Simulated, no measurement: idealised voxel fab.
The name of this process module is voxel lift off.
Pictured: cross-section cut, 165 nm wide, on a grid of 5 nm square cells.
A cross-section in this document is a grid of square cells, and it is written down as bands, the top band listed before the ones below it; a band is made up of one or more rows of cells.
In this notation a band is specified by the heights of its top and bottom, in that order and in nm, after which its materials appear from left to right, each paired with its width in nm. The word "full width" attached to a single material means that material fills the band from edge to edge; the word "blank" stands for empty space.
Convention: height 0 is the level below which the wafer, as received, is all one material. The lowest band does not terminate at the bottom but continues downward, represented as "z 0 and below".
It should be noted that a width expressed as "30->40" varies in equal increments from row to row of cells within the band, taking the value of the first number at the top row and that of the second number at the bottom row.
For the purposes of this document, the phrase "no change" attached to a step denotes that no cell within the cross-section was modified by that step.
Closed empty spaces (no open way to the top) of 8 cells or more are what "Enclosed voids" lists, each as width x height at distance from the left edge, nm for all three.
It should be noted that, on the line of a given step, the content following the step's settings is a remark produced by the simulator itself with respect to that step.
A step line may carry the setting "overlay nm", which, for steps involving a mask, states the distance by which the mask lay to the right of its intended position; negative values denote displacement to the left.
The steps planned for the process are as follows
step 1: RECEIVE, material Si
step 2: CONFORMAL_DEP, material Al2O3, thk nm 5
step 3: PATTERN, tone open, mask id LINES, material resist, width nm 30, pitch nm 45, thk nm 15, overlay nm 0
step 4: DIRECTIONAL_DEP, material Ru, thk nm 5
step 5: STRIP, etch materials resist
step 6: CONFORMAL_DEP, material SiN, thk nm 5
Cross-section of the wafer upon arrival, representing the state reached after step 1
	z 0 and below: Si full width
	Enclosed voids: none
The first of the two wafers as seen in cross-section once the module was finished; processing followed the plan
	z 15 to 10: blank 15 nm | SiN 40 nm | blank 5 nm | SiN 40 nm | blank 5 nm | SiN 40 nm | blank 20 nm
	z 10 to 5: SiN 20 nm | Ru 30 nm | SiN 15 nm | Ru 30 nm | SiN 15 nm | Ru 30 nm | SiN 25 nm
	z 5 to 0: Al2O3 full width
	z 0 and below: Si full width
	Enclosed voids: none
End of module, second wafer, cross-section. Started like the first, planned like the first, run with one mistake
	z 15 to 10: blank 20 nm | SiN 30 nm | blank 15 nm | SiN 30 nm | blank 15 nm | SiN 30 nm | blank 25 nm
	z 10 to 5: SiN 25 nm | Ru 20 nm | SiN 25 nm | Ru 20 nm | SiN 25 nm | Ru 20 nm | SiN 30 nm
	z 5 to 0: Al2O3 full width
	z 0 and below: Si full width
	Enclosed voids: none
Diagnosis: note that step 3 departed from the planned setting and was carried out as PATTERN, tone open, mask id LINES, material resist, width nm 20, pitch nm 45, thk nm 15, overlay nm 0
Final tally in cells, some materials are higher or lower on the second wafer than on the first: Ru -6
